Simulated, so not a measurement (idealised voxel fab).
This is a process module. Its name is voxel tone inversion.
Square cell edge 5 nm, section width 255 nm, ID cut.
Reading order for cross-sections: top band down to bottom band. Underlying form: a grid of square cells. Band size: one or more rows of cells.
Basically the band line says how high the top is and how high the bottom is, in nm, and then what's in it from left to right, every material with its width in nm. Empty space shows up as "air", and if a single material carries "edge to edge" it runs the full band edge to edge.
Heights are measured from 0, the level below which the as-received wafer is all one material; the lowest band has no bottom and continues downward, written as in "top 0, no bottom".
So if you see something like "30 to 40" for the width, read it as the top row of the band sitting at the first number and the bottom row at the second, with every row in between moving by the same amount as the last.
Given "identical to before" for a step, no cell of the cross-section differs between before and after that step.
Closed empty spaces (no open way to the top) of 8 cells or more are what "Closed void register" lists, each as width x height at distance from the left edge, nm for all three.
Step line, after settings: the simulator's comment on this step.
Regarding "overlay nm": on a step with a mask, it is the distance the mask lay to the right of its planned place; a negative value places it to the left.
### The steps planned for the process are as follows
1,RECEIVE: material Si
2,CONFORMAL_DEP: material SiN, thk nm 5
3,DIRECTIONAL_DEP: material aC, thk nm 25
4,PATTERN: tone cover, mask id POSTS, material resist, width nm 15, pitch nm 35, thk nm 35, overlay nm 0
5,DIRECTIONAL_ETCH: etch materials aC, depth nm 25
6,STRIP: etch materials resist
7,FILL_DEP: material lowk, thk nm 10
8,CMP: height nm 30
9,STRIP: etch materials aC
10,CONFORMAL_DEP: material TiN, thk nm 5
11,FILL_DEP: material Cu, thk nm 10
12,CMP: height nm 30
13,CONFORMAL_DEP: material SiN, thk nm 5
### The cross-section here shows the wafer as received, i.e. in its state after step 1
* top 0, no bottom: Si edge to edge
* Closed void register: none
### Final wafer profile in cross-section after the module, from the same start and plan as above, with one mistake made during processing
* top 35, bottom 30: SiN edge to edge
* top 30, bottom 25: lowk edge to edge
* top 25, bottom 0: 100 of lowk | 15 of aC | 20 of lowk | 15 of aC | 105 of lowk
* top 0, no bottom: Si edge to edge
* Closed void register: none
What was the processing mistake? the plan's step 2 was left out and never carried out
